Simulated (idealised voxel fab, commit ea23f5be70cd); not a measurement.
Presented below is a process module, voxel wiring stack.
Shown is cross-section cut, with a width of 290 nm and square cells of size 5 nm.
Each cross-section below is a grid of square cells, stated as bands in top-down order, with one or more rows of cells making up each band. Within each band entry, the heights of the top and of the bottom of the band appear first, in that order and in nm; the materials of the band then follow from left to right, each with its corresponding width in nm. The designation "throughout" on a single material indicates that it fills the band from edge to edge; the designation "air" indicates empty space. Ref level 0: as-received wafer is one material below here. Bottom band extends down with no lower bound ("0 nm and below"). With a width like "30 to 40", each row of cells in the band differs from the next by the same amount, the top row carrying the first number and the bottom row the second. When a step is marked "all unchanged", none of the cells in the cross-section changed during that step. Entry "Catalogued sealed voids". Content: empty spaces with no open connection to the top, size 8 cells or greater. Each: width x height at distance. Distance: from left edge. Unit: nm. Whatever follows a step's settings on its line is a remark the simulator itself makes about that step. overlay nm: mask right of planned place by this much (step with mask). Neg. = left. Each pair of cross-sections that follows straddles one process step: the one shows the state before the step, the other the state after it, down to the lowest band that changed and no further. The step in question, and its settings, are given under the pair. Note that a pair is not necessarily a continuation of the pair above it, since pairs can come from different runs of this module on the same starting wafer; it is a continuation only where its entry headed "Structure before processing" says so.
Structure before processing:
- 0 nm and below | Si throughout
- Catalogued sealed voids: none
Resulting Structure:
- 15 nm to 0 nm | SiO2 throughout
- Lower than 0, everything is as it was.
- Catalogued sealed voids: none
The structure shown above changes from one cross-section to the other through CONFORMAL_DEP (material SiO2; thk nm 15)
Structure before processing: For the state before this step, see the after cross-section of the pair located directly above.
Resulting Structure:
- 20 nm to 15 nm | SiCN throughout
- Lower than 15, everything is as it was.
- Catalogued sealed voids: none
The structure shown above changes from one cross-section to the other through CONFORMAL_DEP (material SiCN; thk nm 5)
Structure before processing: For the state before this step, see the after cross-section of the pair located directly above.
Resulting Structure:
- 40 nm to 20 nm | SiO2 throughout
- Lower than 20, everything is as it was.
- Catalogued sealed voids: none
The structure shown above changes from one cross-section to the other through DIRECTIONAL_DEP (material SiO2; thk nm 20)
Structure before processing: For the state before this step, see the after cross-section of the pair located directly above.
Resulting Structure:
- 55 nm to 40 nm | 55 resist, then 30 air, then 20 resist, then 30 air, then 20 resist, then 30 air, then 20 resist, then 30 air, then 55 resist
- Lower than 40, everything is as it was.
- Catalogued sealed voids: none
The structure shown above changes from one cross-section to the other through PATTERN (tone open; mask id METAL_1; material resist; width nm 30; pitch nm 50; thk nm 15; overlay nm 0)
Structure before processing: For the state before this step, see the after cross-section of the pair located directly above.
Resulting Structure:
- 55 nm to 40 nm | 55 resist, then 30 air, then 20 resist, then 30 air, then 20 resist, then 30 air, then 20 resist, then 30 air, then 55 resist
- 40 nm to 20 nm | 55 SiO2, then 30 air, then 20 SiO2, then 30 air, then 20 SiO2, then 30 air, then 20 SiO2, then 30 air, then 55 SiO2
- Lower than 20, everything is as it was.
- Catalogued sealed voids: none
The structure shown above changes from one cross-section to the other through DIRECTIONAL_ETCH (etch materials SiO2; depth nm 20)
Structure before processing: For the state before this step, see the after cross-section of the pair located directly above.
Resulting Structure:
- 55 nm to 40 nm | 55 resist, then 30 air, then 20 resist, then 30 air, then 20 resist, then 30 air, then 20 resist, then 30 air, then 55 resist
- 40 nm to 20 nm | 55 SiO2, then 30 air, then 20 SiO2, then 30 air, then 20 SiO2, then 30 air, then 20 SiO2, then 30 air, then 55 SiO2
- 20 nm to 15 nm | 55 SiCN, then 30 air, then 20 SiCN, then 30 air, then 20 SiCN, then 30 air, then 20 SiCN, then 30 air, then 55 SiCN
- Lower than 15, everything is as it was.
- Catalogued sealed voids: none
The structure shown above changes from one cross-section to the other through DIRECTIONAL_ETCH (etch materials SiCN; depth nm 5)
Structure before processing: For the state before this step, see the after cross-section of the pair located directly above.
Resulting Structure:
- 40 nm to 20 nm | 55 SiO2, then 30 air, then 20 SiO2, then 30 air, then 20 SiO2, then 30 air, then 20 SiO2, then 30 air, then 55 SiO2
- Lower than 20, everything is as it was.
- Catalogued sealed voids: none
The structure shown above changes from one cross-section to the other through STRIP (etch materials resist)
Structure before processing: For the state before this step, see the after cross-section of the pair located directly above.
Resulting Structure:
- 45 nm to 40 nm | 60 TiN, then 20 air, then 30 TiN, then 20 air, then 30 TiN, then 20 air, then 30 TiN, then 20 air, then 60 TiN
- 40 nm to 20 nm | 55 SiO2, then 5 TiN, then 20 air, then 5 TiN, then 20 SiO2, then 5 TiN, then 20 air, then 5 TiN, then 20 SiO2, then 5 TiN, then 20 air, then 5 TiN, then 20 SiO2, then 5 TiN, then 20 air, then 5 TiN, then 55 SiO2
- 20 nm to 15 nm | 55 SiCN, then 30 TiN, then 20 SiCN, then 30 TiN, then 20 SiCN, then 30 TiN, then 20 SiCN, then 30 TiN, then 55 SiCN
- Lower than 15, everything is as it was.
- Catalogued sealed voids: none
The structure shown above changes from one cross-section to the other through CONFORMAL_DEP (material TiN; thk nm 5)
Structure before processing: For the state before this step, see the after cross-section of the pair located directly above.
Resulting Structure:
- 50 nm to 45 nm | Cu throughout
- 45 nm to 40 nm | 60 TiN, then 20 Cu, then 30 TiN, then 20 Cu, then 30 TiN, then 20 Cu, then 30 TiN, then 20 Cu, then 60 TiN
- 40 nm to 20 nm | 55 SiO2, then 5 TiN, then 20 Cu, then 5 TiN, then 20 SiO2, then 5 TiN, then 20 Cu, then 5 TiN, then 20 SiO2, then 5 TiN, then 20 Cu, then 5 TiN, then 20 SiO2, then 5 TiN, then 20 Cu, then 5 TiN, then 55 SiO2
- Lower than 20, everything is as it was.
- Catalogued sealed voids: none
The structure shown above changes from one cross-section to the other through FILL_DEP (material Cu; thk nm 5)
Structure before processing: For the state before this step, see the after cross-section of the pair located directly above.
Resulting Structure:
- 40 nm to 20 nm | 55 SiO2, then 5 TiN, then 20 Cu, then 5 TiN, then 20 SiO2, then 5 TiN, then 20 Cu, then 5 TiN, then 20 SiO2, then 5 TiN, then 20 Cu, then 5 TiN, then 20 SiO2, then 5 TiN, then 20 Cu, then 5 TiN, then 55 SiO2
- Lower than 20, everything is as it was.
- Catalogued sealed voids: none
The structure shown above changes from one cross-section to the other through CMP (height nm 40)
Structure before processing: For the state before this step, see the after cross-section of the pair located directly above.
Resulting Structure:
- 45 nm to 40 nm | 50 air, then 40 Ru, then 10 air, then 40 Ru, then 10 air, then 40 Ru, then 10 air, then 40 Ru, then 50 air
- Lower than 40, everything is as it was.
- Catalogued sealed voids: none
The structure shown above changes from one cross-section to the other through EPI (material Ru; thk nm 5)
Structure before processing: For the state before this step, see the after cross-section of the pair located directly above.
Resulting Structure:
- 50 nm to 45 nm | SiCN throughout
- 45 nm to 40 nm | 50 SiCN, then 40 Ru, then 10 SiCN, then 40 Ru, then 10 SiCN, then 40 Ru, then 10 SiCN, then 40 Ru, then 50 SiCN
- Lower than 40, everything is as it was.
- Catalogued sealed voids: none
The structure shown above changes from one cross-section to the other through FILL_DEP (material SiCN; thk nm 5)
Structure before processing: For the state before this step, see the after cross-section of the pair located directly above.
Resulting Structure:
- 70 nm to 50 nm | lowk throughout
- Lower than 50, everything is as it was.
- Catalogued sealed voids: none
The structure shown above changes from one cross-section to the other through DIRECTIONAL_DEP (material lowk; thk nm 20)
Structure before processing: For the state before this step, see the after cross-section of the pair located directly above.
Resulting Structure:
- 85 nm to 70 nm | aC throughout
- Lower than 70, everything is as it was.
- Catalogued sealed voids: none
The structure shown above changes from one cross-section to the other through DIRECTIONAL_DEP (material aC; thk nm 15)
Structure before processing: For the state before this step, see the after cross-section of the pair located directly above.
Resulting Structure:
- 120 nm to 85 nm | 55 resist, then 15 air, then 35 resist, then 15 air, then 35 resist, then 15 air, then 35 resist, then 15 air, then 70 resist
- Lower than 85, everything is as it was.
- Catalogued sealed voids: none
The structure shown above changes from one cross-section to the other through PATTERN (tone open; mask id PLUG_1; material resist; width nm 15; pitch nm 50; thk nm 35; overlay nm 0)
Structure before processing: For the state before this step, see the after cross-section of the pair located directly above.
Resulting Structure:
- 105 nm to 85 nm | 55 resist, then 15 air, then 35 resist, then 15 air, then 35 resist, then 15 air, then 35 resist, then 15 air, then 70 resist
- 85 nm to 70 nm | 55 aC, then 15 air, then 35 aC, then 15 air, then 35 aC, then 15 air, then 35 aC, then 15 air, then 70 aC
- Lower than 70, everything is as it was.
- Catalogued sealed voids: none
The structure shown above changes from one cross-section to the other through DIRECTIONAL_ETCH (etch materials aC; depth nm 15)
Structure before processing: For the state before this step, see the after cross-section of the pair located directly above.
Resulting Structure:
- 85 nm to 70 nm | 55 aC, then 15 air, then 35 aC, then 15 air, then 35 aC, then 15 air, then 35 aC, then 15 air, then 70 aC
- Lower than 70, everything is as it was.
- Catalogued sealed voids: none
The structure shown above changes from one cross-section to the other through STRIP (etch materials resist)
Structure before processing: For the state before this step, see the after cross-section of the pair located directly above.
Resulting Structure:
- 85 nm to 70 nm | 55 aC, then 15 air, then 35 aC, then 15 air, then 35 aC, then 15 air, then 35 aC, then 15 air, then 70 aC
- 70 nm to 50 nm | 55 lowk, then 15 air, then 35 lowk, then 15 air, then 35 lowk, then 15 air, then 35 lowk, then 15 air, then 70 lowk
- Lower than 50, everything is as it was.
- Catalogued sealed voids: none
The structure shown above changes from one cross-section to the other through DIRECTIONAL_ETCH (etch materials lowk; depth nm 20)
Structure before processing: For the state before this step, see the after cross-section of the pair located directly above.
Resulting Structure:
- 85 nm to 70 nm | 55 aC, then 15 air, then 35 aC, then 15 air, then 35 aC, then 15 air, then 35 aC, then 15 air, then 70 aC
- 70 nm to 50 nm | 55 lowk, then 15 air, then 35 lowk, then 15 air, then 35 lowk, then 15 air, then 35 lowk, then 15 air, then 70 lowk
- 50 nm to 45 nm | 55 SiCN, then 15 air, then 35 SiCN, then 15 air, then 35 SiCN, then 15 air, then 35 SiCN, then 15 air, then 70 SiCN
- Lower than 45, everything is as it was.
- Catalogued sealed voids: none
The structure shown above changes from one cross-section to the other through DIRECTIONAL_ETCH (etch materials SiCN; depth nm 5)
Structure before processing: For the state before this step, see the after cross-section of the pair located directly above.
Resulting Structure:
- 70 nm to 50 nm | 55 lowk, then 15 air, then 35 lowk, then 15 air, then 35 lowk, then 15 air, then 35 lowk, then 15 air, then 70 lowk
- Lower than 50, everything is as it was.
- Catalogued sealed voids: none
The structure shown above changes from one cross-section to the other through STRIP (etch materials aC)
Structure before processing: For the state before this step, see the after cross-section of the pair located directly above.
Resulting Structure:
- 75 nm to 70 nm | 60 TiN, then 5 air, then 45 TiN, then 5 air, then 45 TiN, then 5 air, then 45 TiN, then 5 air, then 75 TiN
- 70 nm to 50 nm | 55 lowk, then 5 TiN, then 5 air, then 5 TiN, then 35 lowk, then 5 TiN, then 5 air, then 5 TiN, then 35 lowk, then 5 TiN, then 5 air, then 5 TiN, then 35 lowk, then 5 TiN, then 5 air, then 5 TiN, then 70 lowk
- 50 nm to 45 nm | 55 SiCN, then 15 TiN, then 35 SiCN, then 15 TiN, then 35 SiCN, then 15 TiN, then 35 SiCN, then 15 TiN, then 70 SiCN
- Lower than 45, everything is as it was.
- Catalogued sealed voids: none
The structure shown above changes from one cross-section to the other through CONFORMAL_DEP (material TiN; thk nm 5)
Structure before processing: For the state before this step, see the after cross-section of the pair located directly above.
Resulting Structure:
- 80 nm to 75 nm | Ru throughout
- 75 nm to 70 nm | 60 TiN, then 5 Ru, then 45 TiN, then 5 Ru, then 45 TiN, then 5 Ru, then 45 TiN, then 5 Ru, then 75 TiN
- 70 nm to 50 nm | 55 lowk, then 5 TiN, then 5 Ru, then 5 TiN, then 35 lowk, then 5 TiN, then 5 Ru, then 5 TiN, then 35 lowk, then 5 TiN, then 5 Ru, then 5 TiN, then 35 lowk, then 5 TiN, then 5 Ru, then 5 TiN, then 70 lowk
- Lower than 50, everything is as it was.
- Catalogued sealed voids: none
The structure shown above changes from one cross-section to the other through FILL_DEP (material Ru; thk nm 5)
Structure before processing: For the state before this step, see the after cross-section of the pair located directly above.
Resulting Structure:
- 70 nm to 50 nm | 55 lowk, then 5 TiN, then 5 Ru, then 5 TiN, then 35 lowk, then 5 TiN, then 5 Ru, then 5 TiN, then 35 lowk, then 5 TiN, then 5 Ru, then 5 TiN, then 35 lowk, then 5 TiN, then 5 Ru, then 5 TiN, then 70 lowk
- Lower than 50, everything is as it was.
- Catalogued sealed voids: none
The structure shown above changes from one cross-section to the other through CMP (height nm 70)
Structure before processing: For the state before this step, see the after cross-section of the pair located directly above.
Resulting Structure:
- 75 nm to 70 nm | SiN throughout
- Lower than 70, everything is as it was.
- Catalogued sealed voids: none
The structure shown above changes from one cross-section to the other through CONFORMAL_DEP (material SiN; thk nm 5)
Structure before processing: For the state before this step, see the after cross-section of the pair located directly above.
Resulting Structure:
- 90 nm to 75 nm | lowk throughout
- Lower than 75, everything is as it was.
- Catalogued sealed voids: none
The structure shown above changes from one cross-section to the other through DIRECTIONAL_DEP (material lowk; thk nm 15)
Structure before processing: For the state before this step, see the after cross-section of the pair located directly above.
Resulting Structure:
- 90 nm to 75 nm | 55 lowk, then 30 air, then 20 lowk, then 30 air, then 20 lowk, then 30 air, then 20 lowk, then 30 air, then 55 lowk
- Lower than 75, everything is as it was.
- Catalogued sealed voids: none
The structure shown above changes from one cross-section to the other through MASKED_ETCH (tone open; mask id METAL_2; width nm 30; pitch nm 50; etch materials lowk; depth nm 15; overlay nm 0)
Structure before processing: For the state before this step, see the after cross-section of the pair located directly above.
Resulting Structure:
- 90 nm to 75 nm | 55 lowk, then 30 air, then 20 lowk, then 30 air, then 20 lowk, then 30 air, then 20 lowk, then 30 air, then 55 lowk
- 75 nm to 70 nm | 55 SiN, then 30 air, then 20 SiN, then 30 air, then 20 SiN, then 30 air, then 20 SiN, then 30 air, then 55 SiN
- Lower than 70, everything is as it was.
- Catalogued sealed voids: none
The structure shown above changes from one cross-section to the other through MASKED_ETCH (tone open; mask id METAL_2; width nm 30; pitch nm 50; etch materials SiN; depth nm 5; overlay nm 0)
Structure before processing: For the state before this step, see the after cross-section of the pair located directly above.
Resulting Structure:
- 95 nm to 90 nm | 60 TiN, then 20 air, then 30 TiN, then 20 air, then 30 TiN, then 20 air, then 30 TiN, then 20 air, then 60 TiN
- 90 nm to 75 nm | 55 lowk, then 5 TiN, then 20 air, then 5 TiN, then 20 lowk, then 5 TiN, then 20 air, then 5 TiN, then 20 lowk, then 5 TiN, then 20 air, then 5 TiN, then 20 lowk, then 5 TiN, then 20 air, then 5 TiN, then 55 lowk
- 75 nm to 70 nm | 55 SiN, then 30 TiN, then 20 SiN, then 30 TiN, then 20 SiN, then 30 TiN, then 20 SiN, then 30 TiN, then 55 SiN
- Lower than 70, everything is as it was.
- Catalogued sealed voids: none
The structure shown above changes from one cross-section to the other through CONFORMAL_DEP (material TiN; thk nm 5)
Structure before processing: For the state before this step, see the after cross-section of the pair located directly above.
Resulting Structure:
- 105 nm to 95 nm | Cu throughout
- 95 nm to 90 nm | 60 TiN, then 20 Cu, then 30 TiN, then 20 Cu, then 30 TiN, then 20 Cu, then 30 TiN, then 20 Cu, then 60 TiN
- 90 nm to 75 nm | 55 lowk, then 5 TiN, then 20 Cu, then 5 TiN, then 20 lowk, then 5 TiN, then 20 Cu, then 5 TiN, then 20 lowk, then 5 TiN, then 20 Cu, then 5 TiN, then 20 lowk, then 5 TiN, then 20 Cu, then 5 TiN, then 55 lowk
- Lower than 75, everything is as it was.
- Catalogued sealed voids: none
The structure shown above changes from one cross-section to the other through FILL_DEP (material Cu; thk nm 10)
Structure before processing: For the state before this step, see the after cross-section of the pair located directly above.
Resulting Structure:
- 90 nm to 75 nm | 55 lowk, then 5 TiN, then 20 Cu, then 5 TiN, then 20 lowk, then 5 TiN, then 20 Cu, then 5 TiN, then 20 lowk, then 5 TiN, then 20 Cu, then 5 TiN, then 20 lowk, then 5 TiN, then 20 Cu, then 5 TiN, then 55 lowk
- Lower than 75, everything is as it was.
- Catalogued sealed voids: none
The structure shown above changes from one cross-section to the other through CMP (height nm 90)
Structure before processing: For the state before this step, see the after cross-section of the pair located directly above.
Resulting Structure:
- 95 nm to 90 nm | SiCN throughout
- Lower than 90, everything is as it was.
- Catalogued sealed voids: none
The structure shown above changes from one cross-section to the other through CONFORMAL_DEP (material SiCN; thk nm 5)
Structure before processing:
- 105 nm to 95 nm | Cu throughout
- 95 nm to 90 nm | 60 TiN, then 20 Cu, then 30 TiN, then 20 Cu, then 30 TiN, then 20 Cu, then 30 TiN, then 20 Cu, then 60 TiN
- 90 nm to 75 nm | 55 lowk, then 5 TiN, then 20 Cu, then 5 TiN, then 20 lowk, then 5 TiN, then 20 Cu, then 5 TiN, then 20 lowk, then 5 TiN, then 20 Cu, then 5 TiN, then 20 lowk, then 5 TiN, then 20 Cu, then 5 TiN, then 55 lowk
- 75 nm to 70 nm | 55 SiN, then 30 TiN, then 20 SiN, then 30 TiN, then 20 SiN, then 30 TiN, then 20 SiN, then 30 TiN, then 55 SiN
- 70 nm to 50 nm | 55 lowk, then 5 TiN, then 5 Ru, then 5 TiN, then 35 lowk, then 5 TiN, then 5 Ru, then 5 TiN, then 35 lowk, then 5 TiN, then 5 Ru, then 5 TiN, then 35 lowk, then 5 TiN, then 5 Ru, then 5 TiN, then 70 lowk
- 50 nm to 45 nm | 55 SiCN, then 15 TiN, then 35 SiCN, then 15 TiN, then 35 SiCN, then 15 TiN, then 35 SiCN, then 15 TiN, then 70 SiCN
- 45 nm to 40 nm | 50 SiCN, then 40 Ru, then 10 SiCN, then 40 Ru, then 10 SiCN, then 40 Ru, then 10 SiCN, then 40 Ru, then 50 SiCN
- 40 nm to 20 nm | 55 SiO2, then 5 TiN, then 20 Cu, then 5 TiN, then 20 SiO2, then 5 TiN, then 20 Cu, then 5 TiN, then 20 SiO2, then 5 TiN, then 20 Cu, then 5 TiN, then 20 SiO2, then 5 TiN, then 20 Cu, then 5 TiN, then 55 SiO2
- 20 nm to 15 nm | 55 SiCN, then 30 TiN, then 20 SiCN, then 30 TiN, then 20 SiCN, then 30 TiN, then 20 SiCN, then 30 TiN, then 55 SiCN
- 15 nm to 0 nm | SiO2 throughout
- 0 nm and below | Si throughout
- Catalogued sealed voids: none
Resulting Structure:
- 110 nm to 105 nm | SiCN throughout
- Lower than 105, everything is as it was.
- Catalogued sealed voids: none
The structure shown above changes from one cross-section to the other through CONFORMAL_DEP (material SiCN; thk nm 5)
Structure before processing:
- 15 nm to 0 nm | SiO2 throughout
- 0 nm and below | Si throughout
- Catalogued sealed voids: none
Resulting Structure:
- 30 nm to 0 nm | SiO2 throughout
- Lower than 0, everything is as it was.
- Catalogued sealed voids: none
The structure shown above changes from one cross-section to the other through CONFORMAL_DEP (material SiO2; thk nm 15)
Structure before processing: For the state before this step, see the after cross-section of the pair located directly above.
Resulting Structure:
- 35 nm to 30 nm | SiCN throughout
- Lower than 30, everything is as it was.
- Catalogued sealed voids: none
The structure shown above changes from one cross-section to the other through CONFORMAL_DEP (material SiCN; thk nm 5)
Structure before processing: For the state before this step, see the after cross-section of the pair located directly above.
Resulting Structure:
- 55 nm to 35 nm | SiO2 throughout
- Lower than 35, everything is as it was.
- Catalogued sealed voids: none
The structure shown above changes from one cross-section to the other through DIRECTIONAL_DEP (material SiO2; thk nm 20)
Structure before processing: For the state before this step, see the after cross-section of the pair located directly above.
Resulting Structure:
- 70 nm to 55 nm | 55 resist, then 30 air, then 20 resist, then 30 air, then 20 resist, then 30 air, then 20 resist, then 30 air, then 55 resist
- Lower than 55, everything is as it was.
- Catalogued sealed voids: none
The structure shown above changes from one cross-section to the other through PATTERN (tone open; mask id METAL_1; material resist; width nm 30; pitch nm 50; thk nm 15; overlay nm 0)
Structure before processing: For the state before this step, see the after cross-section of the pair located directly above.
Resulting Structure:
- 70 nm to 55 nm | 55 resist, then 30 air, then 20 resist, then 30 air, then 20 resist, then 30 air, then 20 resist, then 30 air, then 55 resist
- 55 nm to 35 nm | 55 SiO2, then 30 air, then 20 SiO2, then 30 air, then 20 SiO2, then 30 air, then 20 SiO2, then 30 air, then 55 SiO2
- Lower than 35, everything is as it was.
- Catalogued sealed voids: none
The structure shown above changes from one cross-section to the other through DIRECTIONAL_ETCH (etch materials SiO2; depth nm 20)
Structure before processing: For the state before this step, see the after cross-section of the pair located directly above.
Resulting Structure:
- 70 nm to 55 nm | 55 resist, then 30 air, then 20 resist, then 30 air, then 20 resist, then 30 air, then 20 resist, then 30 air, then 55 resist
- 55 nm to 35 nm | 55 SiO2, then 30 air, then 20 SiO2, then 30 air, then 20 SiO2, then 30 air, then 20 SiO2, then 30 air, then 55 SiO2
- 35 nm to 30 nm | 55 SiCN, then 30 air, then 20 SiCN, then 30 air, then 20 SiCN, then 30 air, then 20 SiCN, then 30 air, then 55 SiCN
- Lower than 30, everything is as it was.
- Catalogued sealed voids: none
The structure shown above changes from one cross-section to the other through DIRECTIONAL_ETCH (etch materials SiCN; depth nm 5)
Structure before processing: For the state before this step, see the after cross-section of the pair located directly above.
Resulting Structure:
- 55 nm to 35 nm | 55 SiO2, then 30 air, then 20 SiO2, then 30 air, then 20 SiO2, then 30 air, then 20 SiO2, then 30 air, then 55 SiO2
- Lower than 35, everything is as it was.
- Catalogued sealed voids: none
The structure shown above changes from one cross-section to the other through STRIP (etch materials resist)
Structure before processing: For the state before this step, see the after cross-section of the pair located directly above.
Resulting Structure:
- 60 nm to 55 nm | 60 TiN, then 20 air, then 30 TiN, then 20 air, then 30 TiN, then 20 air, then 30 TiN, then 20 air, then 60 TiN
- 55 nm to 35 nm | 55 SiO2, then 5 TiN, then 20 air, then 5 TiN, then 20 SiO2, then 5 TiN, then 20 air, then 5 TiN, then 20 SiO2, then 5 TiN, then 20 air, then 5 TiN, then 20 SiO2, then 5 TiN, then 20 air, then 5 TiN, then 55 SiO2
- 35 nm to 30 nm | 55 SiCN, then 30 TiN, then 20 SiCN, then 30 TiN, then 20 SiCN, then 30 TiN, then 20 SiCN, then 30 TiN, then 55 SiCN
- Lower than 30, everything is as it was.
- Catalogued sealed voids: none
The structure shown above changes from one cross-section to the other through CONFORMAL_DEP (material TiN; thk nm 5)
Structure before processing: For the state before this step, see the after cross-section of the pair located directly above.
Resulting Structure:
- 65 nm to 60 nm | Cu throughout
- 60 nm to 55 nm | 60 TiN, then 20 Cu, then 30 TiN, then 20 Cu, then 30 TiN, then 20 Cu, then 30 TiN, then 20 Cu, then 60 TiN
- 55 nm to 35 nm | 55 SiO2, then 5 TiN, then 20 Cu, then 5 TiN, then 20 SiO2, then 5 TiN, then 20 Cu, then 5 TiN, then 20 SiO2, then 5 TiN, then 20 Cu, then 5 TiN, then 20 SiO2, then 5 TiN, then 20 Cu, then 5 TiN, then 55 SiO2
- Lower than 35, everything is as it was.
- Catalogued sealed voids: none
The structure shown above changes from one cross-section to the other through FILL_DEP (material Cu; thk nm 5)
Structure before processing: For the state before this step, see the after cross-section of the pair located directly above.
Resulting Structure:
- 40 nm to 35 nm | 55 SiO2, then 5 TiN, then 20 Cu, then 5 TiN, then 20 SiO2, then 5 TiN, then 20 Cu, then 5 TiN, then 20 SiO2, then 5 TiN, then 20 Cu, then 5 TiN, then 20 SiO2, then 5 TiN, then 20 Cu, then 5 TiN, then 55 SiO2
- Lower than 35, everything is as it was.
- Catalogued sealed voids: none
The structure shown above changes from one cross-section to the other through CMP (height nm 40)
Structure before processing: For the state before this step, see the after cross-section of the pair located directly above.
Resulting Structure:
- 45 nm to 40 nm | 50 air, then 40 Ru, then 10 air, then 40 Ru, then 10 air, then 40 Ru, then 10 air, then 40 Ru, then 50 air
- Lower than 40, everything is as it was.
- Catalogued sealed voids: none
The structure shown above changes from one cross-section to the other through EPI (material Ru; thk nm 5)
Structure before processing: For the state before this step, see the after cross-section of the pair located directly above.
Resulting Structure:
- 50 nm to 45 nm | SiCN throughout
- 45 nm to 40 nm | 50 SiCN, then 40 Ru, then 10 SiCN, then 40 Ru, then 10 SiCN, then 40 Ru, then 10 SiCN, then 40 Ru, then 50 SiCN
- Lower than 40, everything is as it was.
- Catalogued sealed voids: none
The structure shown above changes from one cross-section to the other through FILL_DEP (material SiCN; thk nm 5)
Structure before processing: For the state before this step, see the after cross-section of the pair located directly above.
Resulting Structure:
- 70 nm to 50 nm | lowk throughout
- Lower than 50, everything is as it was.
- Catalogued sealed voids: none
The structure shown above changes from one cross-section to the other through DIRECTIONAL_DEP (material lowk; thk nm 20)
Structure before processing: For the state before this step, see the after cross-section of the pair located directly above.
Resulting Structure:
- 85 nm to 70 nm | aC throughout
- Lower than 70, everything is as it was.
- Catalogued sealed voids: none
The structure shown above changes from one cross-section to the other through DIRECTIONAL_DEP (material aC; thk nm 15)
Structure before processing: For the state before this step, see the after cross-section of the pair located directly above.
Resulting Structure:
- 120 nm to 85 nm | 55 resist, then 15 air, then 35 resist, then 15 air, then 35 resist, then 15 air, then 35 resist, then 15 air, then 70 resist
- Lower than 85, everything is as it was.
- Catalogued sealed voids: none
The structure shown above changes from one cross-section to the other through PATTERN (tone open; mask id PLUG_1; material resist; width nm 15; pitch nm 50; thk nm 35; overlay nm 0)
Structure before processing: For the state before this step, see the after cross-section of the pair located directly above.
Resulting Structure:
- 105 nm to 85 nm | 55 resist, then 15 air, then 35 resist, then 15 air, then 35 resist, then 15 air, then 35 resist, then 15 air, then 70 resist
- 85 nm to 70 nm | 55 aC, then 15 air, then 35 aC, then 15 air, then 35 aC, then 15 air, then 35 aC, then 15 air, then 70 aC
- Lower than 70, everything is as it was.
- Catalogued sealed voids: none
The structure shown above changes from one cross-section to the other through DIRECTIONAL_ETCH (etch materials aC; depth nm 15)
Structure before processing: For the state before this step, see the after cross-section of the pair located directly above.
Resulting Structure:
- 85 nm to 70 nm | 55 aC, then 15 air, then 35 aC, then 15 air, then 35 aC, then 15 air, then 35 aC, then 15 air, then 70 aC
- Lower than 70, everything is as it was.
- Catalogued sealed voids: none
The structure shown above changes from one cross-section to the other through STRIP (etch materials resist)
Structure before processing: For the state before this step, see the after cross-section of the pair located directly above.
Resulting Structure:
- 85 nm to 70 nm | 55 aC, then 15 air, then 35 aC, then 15 air, then 35 aC, then 15 air, then 35 aC, then 15 air, then 70 aC
- 70 nm to 50 nm | 55 lowk, then 15 air, then 35 lowk, then 15 air, then 35 lowk, then 15 air, then 35 lowk, then 15 air, then 70 lowk
- Lower than 50, everything is as it was.
- Catalogued sealed voids: none
The structure shown above changes from one cross-section to the other through DIRECTIONAL_ETCH (etch materials lowk; depth nm 20)
Structure before processing: For the state before this step, see the after cross-section of the pair located directly above.
Resulting Structure:
- 85 nm to 70 nm | 55 aC, then 15 air, then 35 aC, then 15 air, then 35 aC, then 15 air, then 35 aC, then 15 air, then 70 aC
- 70 nm to 50 nm | 55 lowk, then 15 air, then 35 lowk, then 15 air, then 35 lowk, then 15 air, then 35 lowk, then 15 air, then 70 lowk
- 50 nm to 45 nm | 55 SiCN, then 15 air, then 35 SiCN, then 15 air, then 35 SiCN, then 15 air, then 35 SiCN, then 15 air, then 70 SiCN
- Lower than 45, everything is as it was.
- Catalogued sealed voids: none
The structure shown above changes from one cross-section to the other through DIRECTIONAL_ETCH (etch materials SiCN; depth nm 5)
Structure before processing: For the state before this step, see the after cross-section of the pair located directly above.
Resulting Structure:
- 70 nm to 50 nm | 55 lowk, then 15 air, then 35 lowk, then 15 air, then 35 lowk, then 15 air, then 35 lowk, then 15 air, then 70 lowk
- Lower than 50, everything is as it was.
- Catalogued sealed voids: none
The structure shown above changes from one cross-section to the other through STRIP (etch materials aC)
Structure before processing: For the state before this step, see the after cross-section of the pair located directly above.
Resulting Structure:
- 75 nm to 70 nm | 60 TiN, then 5 air, then 45 TiN, then 5 air, then 45 TiN, then 5 air, then 45 TiN, then 5 air, then 75 TiN
- 70 nm to 50 nm | 55 lowk, then 5 TiN, then 5 air, then 5 TiN, then 35 lowk, then 5 TiN, then 5 air, then 5 TiN, then 35 lowk, then 5 TiN, then 5 air, then 5 TiN, then 35 lowk, then 5 TiN, then 5 air, then 5 TiN, then 70 lowk
- 50 nm to 45 nm | 55 SiCN, then 15 TiN, then 35 SiCN, then 15 TiN, then 35 SiCN, then 15 TiN, then 35 SiCN, then 15 TiN, then 70 SiCN
- Lower than 45, everything is as it was.
- Catalogued sealed voids: none
The structure shown above changes from one cross-section to the other through CONFORMAL_DEP (material TiN; thk nm 5)
Structure before processing: For the state before this step, see the after cross-section of the pair located directly above.
Resulting Structure:
- 80 nm to 75 nm | Ru throughout
- 75 nm to 70 nm | 60 TiN, then 5 Ru, then 45 TiN, then 5 Ru, then 45 TiN, then 5 Ru, then 45 TiN, then 5 Ru, then 75 TiN
- 70 nm to 50 nm | 55 lowk, then 5 TiN, then 5 Ru, then 5 TiN, then 35 lowk, then 5 TiN, then 5 Ru, then 5 TiN, then 35 lowk, then 5 TiN, then 5 Ru, then 5 TiN, then 35 lowk, then 5 TiN, then 5 Ru, then 5 TiN, then 70 lowk
- Lower than 50, everything is as it was.
- Catalogued sealed voids: none
The structure shown above changes from one cross-section to the other through FILL_DEP (material Ru; thk nm 5)
Structure before processing: For the state before this step, see the after cross-section of the pair located directly above.
Resulting Structure:
- 70 nm to 50 nm | 55 lowk, then 5 TiN, then 5 Ru, then 5 TiN, then 35 lowk, then 5 TiN, then 5 Ru, then 5 TiN, then 35 lowk, then 5 TiN, then 5 Ru, then 5 TiN, then 35 lowk, then 5 TiN, then 5 Ru, then 5 TiN, then 70 lowk
- Lower than 50, everything is as it was.
- Catalogued sealed voids: none
The structure shown above changes from one cross-section to the other through CMP (height nm 70)
Structure before processing: For the state before this step, see the after cross-section of the pair located directly above.
Resulting Structure:
- 75 nm to 70 nm | SiN throughout
- Lower than 70, everything is as it was.
- Catalogued sealed voids: none
The structure shown above changes from one cross-section to the other through CONFORMAL_DEP (material SiN; thk nm 5)
Structure before processing: For the state before this step, see the after cross-section of the pair located directly above.
Resulting Structure:
- 90 nm to 75 nm | lowk throughout
- Lower than 75, everything is as it was.
- Catalogued sealed voids: none
The structure shown above changes from one cross-section to the other through DIRECTIONAL_DEP (material lowk; thk nm 15)
